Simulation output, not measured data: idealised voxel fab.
process module | voxel self aligned vias
cross-section cut | 195 nm wide | cells 5 nm
A cross-section is a grid of square cells, given in bands from the top down. A band is one or more rows of cells.
Each band's line starts with the height of the band's top and of its bottom, in nm. Then come its materials from left to right, each with its width in nm. One material with "throughout" fills the band from edge to edge. "air" is empty space.
Height 0 is the level under which the wafer as received is all one material. The lowest band goes on downwards, as in "0 down".
A width such as "30 to 40" changes by the same amount from each row of cells to the next, from the band's top row to its bottom row.
"no change" after a step means that no cell of the cross-section changed.
closed voids: empty space of 8 cells or more with no open way to the top, each as width x height at its distance from the left edge, in nm
after a step's settings: what the simulator itself notes on the step
overlay nm, on a step with a mask: how far to the right of its planned place the mask lay; to the left if negative
plan
1 op RECEIVE | material Si
2 op CONFORMAL_DEP | material SiO2 | thk nm 15
3 op CONFORMAL_DEP | material SiCN | thk nm 5
4 op DIRECTIONAL_DEP | material SiO2 | thk nm 25
5 op MASKED_ETCH | tone open | mask id LINES | width nm 25 | pitch nm 65 | etch materials SiO2 | depth nm 25 | overlay nm 0
6 op CONFORMAL_DEP | material TiN | thk nm 5
7 op FILL_DEP | material Ru | thk nm 10
8 op CMP | height nm 45
9 op SELECTIVE_ETCH | etch materials W Ru TiN | depth nm 5
10 op FILL_DEP | material SiN | thk nm 5
11 op CMP | height nm 45
12 op DIRECTIONAL_DEP | material SiO2 | thk nm 15
13 op DIRECTIONAL_DEP | material aC | thk nm 10
14 op PATTERN | tone open | mask id VIAS | material resist | width nm 25 | thk nm 30 | overlay nm 0
15 op DIRECTIONAL_ETCH | etch materials aC | depth nm 10
16 op STRIP | etch materials resist
17 op DIRECTIONAL_ETCH | etch materials SiO2 | depth nm 15
18 op DIRECTIONAL_ETCH | etch materials SiN | depth nm 5
19 op STRIP | etch materials aC
20 op CONFORMAL_DEP | material TiN | thk nm 5
21 op FILL_DEP | material Ru | thk nm 10
22 op CMP | height nm 60
23 op CONFORMAL_DEP | material SiN | thk nm 5
varied across the wafers: width nm of step 14. The plan shows the first wafer's value. All wafers start alike
first wafer as received, after step 1
  0 down: Si throughout
  closed voids: none
each wafer at the end: cells of each material gained (+) or lost (-) since it was received, then its closed voids
width nm 25 | +27 Ru | +39 SiCN | +44 SiN | +364 SiO2 | +33 TiN | closed voids: none
width nm 30 | +29 Ru | +39 SiCN | +44 SiN | +361 SiO2 | +34 TiN | closed voids: none
width nm 35 | +31 Ru | +39 SiCN | +44 SiN | +358 SiO2 | +35 TiN | closed voids: none
width nm 40 | +33 Ru | +39 SiCN | +44 SiN | +355 SiO2 | +36 TiN | closed voids: none
width nm 45 | +35 Ru | +39 SiCN | +44 SiN | +352 SiO2 | +37 TiN | closed voids: none
width nm 50 | +37 Ru | +39 SiCN | +44 SiN | +349 SiO2 | +38 TiN | closed voids: none
